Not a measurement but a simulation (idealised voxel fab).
Documented hereafter: the process module known as voxel capacitor over wiring.
Shown is cross-section cut, with a width of 290 nm and square cells of size 5 nm.
Cross-section spec: square-cell grid; bands listed top down; each band is one or more rows. It is stipulated that each band's entry specify, in nanometres, the height of the top of the band and then that of its bottom, followed by the materials of the band in left-to-right sequence, each together with its width in nanometres. A single material marked by the word "edge to edge" is understood to fill the band from edge to edge; the word "air" is understood to denote empty space. For the purposes of this specification, 0 denotes the height below which the wafer in its as-received condition is composed wholly of one material, and the lowermost band, lacking a lower limit, extends downward without end, as expressed in "from 0 down". Top row gets the first number, bottom row gets the second, and each row in between changes by the same step: that is how a band width like "30..40" works. Where the words "all unchanged" appear for a step, the cross-section shows no cell changed by that step; every cell remained as before. "Closed void register": empty spaces of 8 cells or more with no open way to the top, each given as width x height at distance, distance from the left edge, all in nm. Note: text after step settings on the step line = simulator remark on that step. "overlay nm" answers the question of how far to the right of plan the mask lay on a step that has a mask, and when it is negative the answer is to the left.

List of planned process steps
1) op RECEIVE | material Si
2) op CONFORMAL_DEP | material SiO2 | thk nm 10
3) op CONFORMAL_DEP | material SiCN | thk nm 5
4) op DIRECTIONAL_DEP | material lowk | thk nm 15
5) op MASKED_ETCH | tone open | mask id METAL_1 | width nm 30 | pitch nm 100 | etch materials lowk | depth nm 15 | overlay nm 0
6) op MASKED_ETCH | tone open | mask id METAL_1 | width nm 30 | pitch nm 100 | etch materials SiCN | depth nm 5 | overlay nm 0
7) op CONFORMAL_DEP | material TiN | thk nm 5
8) op FILL_DEP | material Ru | thk nm 10
9) op CMP | height nm 30
10) op CONFORMAL_DEP | material SiCN | thk nm 5
11) op DIRECTIONAL_DEP | material lowk | thk nm 15
12) op DIRECTIONAL_DEP | material aC | thk nm 15
13) op PATTERN | tone open | mask id PLUG_1 | material resist | width nm 15 | thk nm 30 | overlay nm 0
14) op DIRECTIONAL_ETCH | etch materials aC | depth nm 15
15) op STRIP | etch materials resist
16) op DIRECTIONAL_ETCH | etch materials lowk | depth nm 15
17) op DIRECTIONAL_ETCH | etch materials SiCN | depth nm 5
18) op STRIP | etch materials aC
19) op EPI | material Ru | thk nm 10
20) op EPI | material Ru | thk nm 10
21) op DIRECTIONAL_DEP | material TiN | thk nm 5
22) op DIRECTIONAL_DEP | material Al2O3 | thk nm 5
23) op DIRECTIONAL_DEP | material TiN | thk nm 10
24) op MASKED_ETCH | tone cover | mask id UPPER_PLATE | width nm 75 | etch materials TiN | depth nm 10 | overlay nm 0
25) op MASKED_ETCH | tone cover | mask id UPPER_PLATE | width nm 75 | etch materials Al2O3 | depth nm 5 | overlay nm 0
26) op DIRECTIONAL_DEP | material aC | thk nm 15
27) op PATTERN | tone cover | mask id LOWER_PLATE | material resist | width nm 85 | thk nm 35 | overlay nm 0
28) op DIRECTIONAL_ETCH | etch materials aC | depth nm 15
29) op STRIP | etch materials resist
30) op DIRECTIONAL_ETCH | etch materials TiN | depth nm 5
31) op STRIP | etch materials aC
32) op FILL_DEP | material SiO2 | thk nm 15
33) op CMP | height nm 80
34) op PATTERN | tone open | mask id PLUG_2 | material resist | width nm 15 | thk nm 15 | overlay nm 0
35) op DIRECTIONAL_ETCH | etch materials SiO2 | depth nm 10
36) op STRIP | etch materials resist
37) op CONFORMAL_DEP | material TiN | thk nm 5
38) op FILL_DEP | material Cu | thk nm 10
39) op CMP | height nm 80
40) op CONFORMAL_DEP | material SiN | thk nm 5

Wafer, first of two, run as planned

Cross-section: wafer on arrival = after step 1
* from 0 down: Si edge to edge
* Closed void register: none

Once step 2 is through, the wafer looks like this in cross-section
* from 10 to 0: SiO2 edge to edge
* Unchanged below 0.

Once step 3 is through, the wafer looks like this in cross-section
* from 15 to 10: SiCN edge to edge
* Unchanged below 10.

Once step 4 is through, the wafer looks like this in cross-section
* from 30 to 15: lowk edge to edge
* Unchanged below 15.

Once step 5 is through, the wafer looks like this in cross-section
* from 30 to 15: lowk (80); air (30); lowk (70); air (30); lowk (80)
* Unchanged below 15.

Once step 6 is through, the wafer looks like this in cross-section
* from 30 to 15: lowk (80); air (30); lowk (70); air (30); lowk (80)
* from 15 to 10: SiCN (80); air (30); SiCN (70); air (30); SiCN (80)
* Unchanged below 10.

Once step 7 is through, the wafer looks like this in cross-section
* from 35 to 30: TiN (85); air (20); TiN (80); air (20); TiN (85)
* from 30 to 15: lowk (80); TiN (5); air (20); TiN (5); lowk (70); TiN (5); air (20); TiN (5); lowk (80)
* from 15 to 10: SiCN (80); TiN (30); SiCN (70); TiN (30); SiCN (80)
* Unchanged below 10.

Once step 8 is through, the wafer looks like this in cross-section
* from 45 to 35: Ru edge to edge
* from 35 to 30: TiN (85); Ru (20); TiN (80); Ru (20); TiN (85)
* from 30 to 15: lowk (80); TiN (5); Ru (20); TiN (5); lowk (70); TiN (5); Ru (20); TiN (5); lowk (80)
* Unchanged below 15.

Once step 9 is through, the wafer looks like this in cross-section
* from 30 to 15: lowk (80); TiN (5); Ru (20); TiN (5); lowk (70); TiN (5); Ru (20); TiN (5); lowk (80)
* Unchanged below 15.

Once step 10 is through, the wafer looks like this in cross-section
* from 35 to 30: SiCN edge to edge
* Unchanged below 30.

Once step 11 is through, the wafer looks like this in cross-section
* from 50 to 35: lowk edge to edge
* Unchanged below 35.

Once step 12 is through, the wafer looks like this in cross-section
* from 65 to 50: aC edge to edge
* Unchanged below 50.

Once step 13 is through, the wafer looks like this in cross-section
* from 95 to 65: resist (95); air (15); resist (180)
* Unchanged below 65.

Once step 14 is through, the wafer looks like this in cross-section
* from 80 to 65: resist (95); air (15); resist (180)
* from 65 to 50: aC (95); air (15); aC (180)
* Unchanged below 50.

Once step 15 is through, the wafer looks like this in cross-section
* from 65 to 50: aC (95); air (15); aC (180)
* Unchanged below 50.

Once step 16 is through, the wafer looks like this in cross-section
* from 65 to 50: aC (95); air (15); aC (180)
* from 50 to 35: lowk (95); air (15); lowk (180)
* Unchanged below 35.

Once step 17 is through, the wafer looks like this in cross-section
* from 65 to 50: aC (95); air (15); aC (180)
* from 50 to 35: lowk (95); air (15); lowk (180)
* from 35 to 30: SiCN (95); air (15); SiCN (180)
* Unchanged below 30.

Once step 18 is through, the wafer looks like this in cross-section
* from 50 to 35: lowk (95); air (15); lowk (180)
* Unchanged below 35.

Once step 19 is through, the wafer looks like this in cross-section
* from 50 to 40: lowk (95); air (15); lowk (180)
* from 40 to 35: lowk (95); Ru (15); lowk (180)
* from 35 to 30: SiCN (95); Ru (15); SiCN (180)
* Unchanged below 30.

Once step 20 is through, the wafer looks like this in cross-section
* from 50 to 35: lowk (95); Ru (15); lowk (180)
* Unchanged below 35.

Once step 21 is through, the wafer looks like this in cross-section
* from 55 to 50: TiN edge to edge
* Unchanged below 50.

Once step 22 is through, the wafer looks like this in cross-section
* from 60 to 55: Al2O3 edge to edge
* Unchanged below 55.

Once step 23 is through, the wafer looks like this in cross-section
* from 70 to 60: TiN edge to edge
* Unchanged below 60.

Once step 24 is through, the wafer looks like this in cross-section
* from 70 to 60: air (95); TiN (75); air (120)
* Unchanged below 60.

Once step 25 is through, the wafer looks like this in cross-section
* from 70 to 60: air (95); TiN (75); air (120)
* from 60 to 55: air (95); Al2O3 (75); air (120)
* Unchanged below 55.

Once step 26 is through, the wafer looks like this in cross-section
* from 85 to 70: air (95); aC (75); air (120)
* from 70 to 60: aC (95); TiN (75); aC (120)
* from 60 to 55: aC (95); Al2O3 (75); aC (120)
* Unchanged below 55.

Once step 27 is through, the wafer looks like this in cross-section
* from 120 to 85: air (90); resist (85); air (115)
* from 85 to 70: air (90); resist (5); aC (75); resist (5); air (115)
* Unchanged below 70.

Once step 28 is through, the wafer looks like this in cross-section
* from 105 to 85: air (90); resist (85); air (115)
* from 85 to 70: air (90); resist (5); aC (75); resist (5); air (115)
* from 70 to 60: air (90); aC (5); TiN (75); aC (5); air (115)
* from 60 to 55: air (90); aC (5); Al2O3 (75); aC (5); air (115)
* Unchanged below 55.

Once step 29 is through, the wafer looks like this in cross-section
* from 85 to 70: air (95); aC (75); air (120)
* Unchanged below 70.

Once step 30 is through, the wafer looks like this in cross-section
* from 85 to 70: air (95); aC (75); air (120)
* from 70 to 60: air (90); aC (5); TiN (75); aC (5); air (115)
* from 60 to 55: air (90); aC (5); Al2O3 (75); aC (5); air (115)
* from 55 to 50: air (90); TiN (85); air (115)
* Unchanged below 50.

Once step 31 is through, the wafer looks like this in cross-section
* from 70 to 60: air (95); TiN (75); air (120)
* from 60 to 55: air (95); Al2O3 (75); air (120)
* Unchanged below 55.

Once step 32 is through, the wafer looks like this in cross-section
* from 85 to 70: SiO2 edge to edge
* from 70 to 60: SiO2 (95); TiN (75); SiO2 (120)
* from 60 to 55: SiO2 (95); Al2O3 (75); SiO2 (120)
* from 55 to 50: SiO2 (90); TiN (85); SiO2 (115)
* Unchanged below 50.

Once step 33 is through, the wafer looks like this in cross-section
* from 80 to 70: SiO2 edge to edge
* Unchanged below 70.

Once step 34 is through, the wafer looks like this in cross-section
* from 95 to 80: resist (105); air (15); resist (170)
* Unchanged below 80.

Once step 35 is through, the wafer looks like this in cross-section
* from 95 to 80: resist (105); air (15); resist (170)
* from 80 to 70: SiO2 (105); air (15); SiO2 (170)
* Unchanged below 70.

Once step 36 is through, the wafer looks like this in cross-section
* from 80 to 70: SiO2 (105); air (15); SiO2 (170)
* Unchanged below 70.

Once step 37 is through, the wafer looks like this in cross-section
* from 85 to 80: TiN (110); air (5); TiN (175)
* from 80 to 75: SiO2 (105); TiN (5); air (5); TiN (5); SiO2 (170)
* from 75 to 70: SiO2 (105); TiN (15); SiO2 (170)
* Unchanged below 70.

Once step 38 is through, the wafer looks like this in cross-section
* from 95 to 85: Cu edge to edge
* from 85 to 80: TiN (110); Cu (5); TiN (175)
* from 80 to 75: SiO2 (105); TiN (5); Cu (5); TiN (5); SiO2 (170)
* Unchanged below 75.

Once step 39 is through, the wafer looks like this in cross-section
* from 80 to 75: SiO2 (105); TiN (5); Cu (5); TiN (5); SiO2 (170)
* Unchanged below 75.

Once step 40 is through, the wafer looks like this in cross-section
* from 85 to 80: SiN edge to edge
* Unchanged below 80.

Second Wafer (Identical Start and Plan, One Processing Error; Matches First Wafer Through Step 6)

Second wafer, section view, time point: scheduled end of step 7
* from 35 to 30: Cu (85); air (20); Cu (80); air (20); Cu (85)
* from 30 to 15: lowk (80); Cu (5); air (20); Cu (5); lowk (70); Cu (5); air (20); Cu (5); lowk (80)
* from 15 to 10: SiCN (80); Cu (30); SiCN (70); Cu (30); SiCN (80)
* Unchanged below 10.

Second wafer, section view, time point: scheduled end of step 8
* from 45 to 35: Ru edge to edge
* from 35 to 30: Cu (85); Ru (20); Cu (80); Ru (20); Cu (85)
* from 30 to 15: lowk (80); Cu (5); Ru (20); Cu (5); lowk (70); Cu (5); Ru (20); Cu (5); lowk (80)
* Unchanged below 15.

Second wafer, section view, time point: scheduled end of step 9
* from 30 to 15: lowk (80); Cu (5); Ru (20); Cu (5); lowk (70); Cu (5); Ru (20); Cu (5); lowk (80)
* Unchanged below 15.

Second wafer, section view, time point: scheduled end of step 10
* from 35 to 30: SiCN edge to edge
* Unchanged below 30.

Second wafer, section view, time point: scheduled end of step 11
* from 50 to 35: lowk edge to edge
* Unchanged below 35.

Second wafer, section view, time point: scheduled end of step 12
* from 65 to 50: aC edge to edge
* Unchanged below 50.

Second wafer, section view, time point: scheduled end of step 13
* from 95 to 65: resist (95); air (15); resist (180)
* Unchanged below 65.

Second wafer, section view, time point: scheduled end of step 14
* from 80 to 65: resist (95); air (15); resist (180)
* from 65 to 50: aC (95); air (15); aC (180)
* Unchanged below 50.

Second wafer, section view, time point: scheduled end of step 15
* from 65 to 50: aC (95); air (15); aC (180)
* Unchanged below 50.

Second wafer, section view, time point: scheduled end of step 16
* from 65 to 50: aC (95); air (15); aC (180)
* from 50 to 35: lowk (95); air (15); lowk (180)
* Unchanged below 35.

Second wafer, section view, time point: scheduled end of step 17
* from 65 to 50: aC (95); air (15); aC (180)
* from 50 to 35: lowk (95); air (15); lowk (180)
* from 35 to 30: SiCN (95); air (15); SiCN (180)
* Unchanged below 30.

Second wafer, section view, time point: scheduled end of step 18
* from 50 to 35: lowk (95); air (15); lowk (180)
* Unchanged below 35.

Second wafer, section view, time point: scheduled end of step 19
* from 50 to 40: lowk (95); air (15); lowk (180)
* from 40 to 35: lowk (95); Ru (15); lowk (180)
* from 35 to 30: SiCN (95); Ru (15); SiCN (180)
* Unchanged below 30.

Second wafer, section view, time point: scheduled end of step 20
* from 50 to 35: lowk (95); Ru (15); lowk (180)
* Unchanged below 35.

Second wafer, section view, time point: scheduled end of step 21
* from 55 to 50: TiN edge to edge
* Unchanged below 50.

Second wafer, section view, time point: scheduled end of step 22
* from 60 to 55: Al2O3 edge to edge
* Unchanged below 55.

Second wafer, section view, time point: scheduled end of step 23
* from 70 to 60: TiN edge to edge
* Unchanged below 60.

Second wafer, section view, time point: scheduled end of step 24
* from 70 to 60: air (95); TiN (75); air (120)
* Unchanged below 60.

Second wafer, section view, time point: scheduled end of step 25
* from 70 to 60: air (95); TiN (75); air (120)
* from 60 to 55: air (95); Al2O3 (75); air (120)
* Unchanged below 55.

Second wafer, section view, time point: scheduled end of step 26
* from 85 to 70: air (95); aC (75); air (120)
* from 70 to 60: aC (95); TiN (75); aC (120)
* from 60 to 55: aC (95); Al2O3 (75); aC (120)
* Unchanged below 55.

Second wafer, section view, time point: scheduled end of step 27
* from 120 to 85: air (90); resist (85); air (115)
* from 85 to 70: air (90); resist (5); aC (75); resist (5); air (115)
* Unchanged below 70.

Second wafer, section view, time point: scheduled end of step 28
* from 105 to 85: air (90); resist (85); air (115)
* from 85 to 70: air (90); resist (5); aC (75); resist (5); air (115)
* from 70 to 60: air (90); aC (5); TiN (75); aC (5); air (115)
* from 60 to 55: air (90); aC (5); Al2O3 (75); aC (5); air (115)
* Unchanged below 55.

Second wafer, section view, time point: scheduled end of step 29
* from 85 to 70: air (95); aC (75); air (120)
* Unchanged below 70.

Second wafer, section view, time point: scheduled end of step 30
* from 85 to 70: air (95); aC (75); air (120)
* from 70 to 60: air (90); aC (5); TiN (75); aC (5); air (115)
* from 60 to 55: air (90); aC (5); Al2O3 (75); aC (5); air (115)
* from 55 to 50: air (90); TiN (85); air (115)
* Unchanged below 50.

Second wafer, section view, time point: scheduled end of step 31
* from 70 to 60: air (95); TiN (75); air (120)
* from 60 to 55: air (95); Al2O3 (75); air (120)
* Unchanged below 55.

Second wafer, section view, time point: scheduled end of step 32
* from 85 to 70: SiO2 edge to edge
* from 70 to 60: SiO2 (95); TiN (75); SiO2 (120)
* from 60 to 55: SiO2 (95); Al2O3 (75); SiO2 (120)
* from 55 to 50: SiO2 (90); TiN (85); SiO2 (115)
* Unchanged below 50.

Second wafer, section view, time point: scheduled end of step 33
* from 80 to 70: SiO2 edge to edge
* Unchanged below 70.

Second wafer, section view, time point: scheduled end of step 34
* from 95 to 80: resist (105); air (15); resist (170)
* Unchanged below 80.

Second wafer, section view, time point: scheduled end of step 35
* from 95 to 80: resist (105); air (15); resist (170)
* from 80 to 70: SiO2 (105); air (15); SiO2 (170)
* Unchanged below 70.

Second wafer, section view, time point: scheduled end of step 36
* from 80 to 70: SiO2 (105); air (15); SiO2 (170)
* Unchanged below 70.

Second wafer, section view, time point: scheduled end of step 37
* from 85 to 80: TiN (110); air (5); TiN (175)
* from 80 to 75: SiO2 (105); TiN (5); air (5); TiN (5); SiO2 (170)
* from 75 to 70: SiO2 (105); TiN (15); SiO2 (170)
* Unchanged below 70.

Second wafer, section view, time point: scheduled end of step 38
* from 95 to 85: Cu edge to edge
* from 85 to 80: TiN (110); Cu (5); TiN (175)
* from 80 to 75: SiO2 (105); TiN (5); Cu (5); TiN (5); SiO2 (170)
* Unchanged below 75.

Second wafer, section view, time point: scheduled end of step 39
* from 80 to 75: SiO2 (105); TiN (5); Cu (5); TiN (5); SiO2 (170)
* Unchanged below 75.

Second wafer, section view, time point: scheduled end of step 40
* from 85 to 80: SiN edge to edge
* Unchanged below 80.
Error vs. plan: step 7 did not happen as planned, as run it was op CONFORMAL_DEP | material Cu | thk nm 5
Wafer comparison, final, in cells, second relative to first, materials more or fewer: Cu +24 | TiN -24
